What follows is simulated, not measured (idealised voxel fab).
voxel double patterning: a process module
Shown is cross-section cut, with a width of 225 nm and square cells of size 5 nm.
This document writes a cross-section as a grid whose cells are square, and gives it as bands, listed from the top down; one or more rows of cells form a band.
Read a band's entry like this: the first values are the height of its top and the height of its bottom in nm, and what follows is the sequence of materials from left to right, each with its width in nm. Note that "empty" is empty space, and that a single material marked "full width" reaches across the band from edge to edge.
Basically, 0 is our baseline, since under it the wafer straight out of the box is all one material. The bottom band has no lower end and keeps on going down, so it looks like "0 and below".
Note: "30..40" means the width goes from the first number (top row of the band) to the second number (bottom row) in equal steps per row of cells.
When a step is marked "remained the same", none of the cells in the cross-section changed during that step.
"Closed void roster" specifies each empty space that is not open to the top and that occupies no fewer than 8 cells, using the form width x height at distance, the distance measured from the left edge and all three quantities in nm.
Past the settings on a step's line: simulator remark, on that step.
The setting "overlay nm" may be written on the line of a step. When the step uses a mask, the value reports how far to the right of the planned place the mask lay, and a negative value reports that it lay to the left.

# So here's the lineup of process steps we planned
1,RECEIVE,material Si
2,CONFORMAL_DEP,material SiO2,thk nm 5
3,DIRECTIONAL_DEP,material W,thk nm 20
4,DIRECTIONAL_DEP,material SiCN,thk nm 10
5,DIRECTIONAL_DEP,material aC,thk nm 15
6,PATTERN,tone open,mask id FIRST,material resist,width nm 15,pitch nm 50,thk nm 35,overlay nm 0
7,DIRECTIONAL_ETCH,etch materials aC,depth nm 15
8,STRIP,etch materials resist
9,DIRECTIONAL_ETCH,etch materials SiCN,depth nm 10
10,STRIP,etch materials aC
11,DIRECTIONAL_DEP,material aC,thk nm 10
12,PATTERN,tone open,mask id SECOND,material resist,width nm 15,thk nm 25,overlay nm 0
13,DIRECTIONAL_ETCH,etch materials aC,depth nm 10
14,STRIP,etch materials resist
15,DIRECTIONAL_ETCH,etch materials SiCN,depth nm 10
16,STRIP,etch materials aC
17,DIRECTIONAL_ETCH,etch materials W,depth nm 20
18,STRIP,etch materials SiCN

# This is the cross-section of the wafer as we received it, i.e. after step 1
	0 and below: Si full width
	Closed void roster: none

# What the wafer looks like in cross-section after this module, when it starts as shown above and follows the plan above but one mistake is made in running it
	45 down to 25: W (80) / empty (15) / W (10) / empty (15) / W (10) / empty (15) / W (80)
	25 down to 5: W full width
	5 down to 0: SiO2 full width
	0 and below: Si full width
	Closed void roster: none
Heads up, the wafer didn't run the way we planned it: step 3 in the plan was executed twice
